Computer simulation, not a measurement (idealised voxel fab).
Module name: voxel released beams (process module)
Displayed cross-section: cut, width of 225 nm, square cells sized 5 nm.
Just so we're on the same page, the cross-sections are grids of square cells, and they're listed out in bands top to bottom, each band one or more rows deep. Per band: top height and bottom height in nm, followed by the left-to-right materials and their widths in nm; "throughout" marks a single material spanning edge to edge, "empty" marks empty space. The level at which height equals 0 is the one under which the wafer, as it arrives, is entirely one material. No lower edge exists for the bottom band, which continues downward and is notated as in "0 down". You'd read "30..40" like this: the band's top row of cells is as wide as the first number, its bottom row is as wide as the second, and going down, every row changes width by the same amount as the row before did. Where the words "everything unchanged" appear for a step, the cross-section shows no cell changed by that step; every cell remained as before. "Closed void roster": sealed empty spaces, 8 cells or more, no open way to top, listed width x height at distance, with distance from the left edge and width, height and distance in nm. Whatever follows a step's settings on its line is a remark the simulator itself makes about that step. Steps that use a mask can have "overlay nm" on their line. It says how far the mask sat to the right of where it was meant to be. Negative means to the left.
Listed below are the process steps as planned
- 1: RECEIVE,material Si
- 2: CONFORMAL_DEP,material Al2O3,thk nm 10
- 3: DIRECTIONAL_DEP,material SiO2,thk nm 15
- 4: MASKED_ETCH,tone open,mask id ANCHOR,width nm 45,etch materials SiO2,depth nm 15,overlay nm 0
- 5: CONFORMAL_DEP,material polySi,thk nm 15
- 6: MASKED_ETCH,tone cover,mask id BEAM,width nm 100,etch materials polySi,depth nm 15,overlay nm 0
- 7: STRIP,etch materials SiO2
Delivered wafer in cross-section: state after step 1
	0 down: Si throughout
	Closed void roster: none
Look at the cross-section after the module: the wafer started out the way shown above and the plan was the one shown above, yet one mistake was made along the way
	40 to 25: 60 empty  25 polySi  5 empty  70 polySi  65 empty
	25 to 10: 70 empty  35 polySi  120 empty
	10 to 0: Al2O3 throughout
	0 down: Si throughout
	Closed void roster: none
Plan not followed: step 4 ran differently from the plan; actual operation with settings: MASKED_ETCH,tone open,mask id ANCHOR,width nm 35,etch materials SiO2,depth nm 15,overlay nm 0
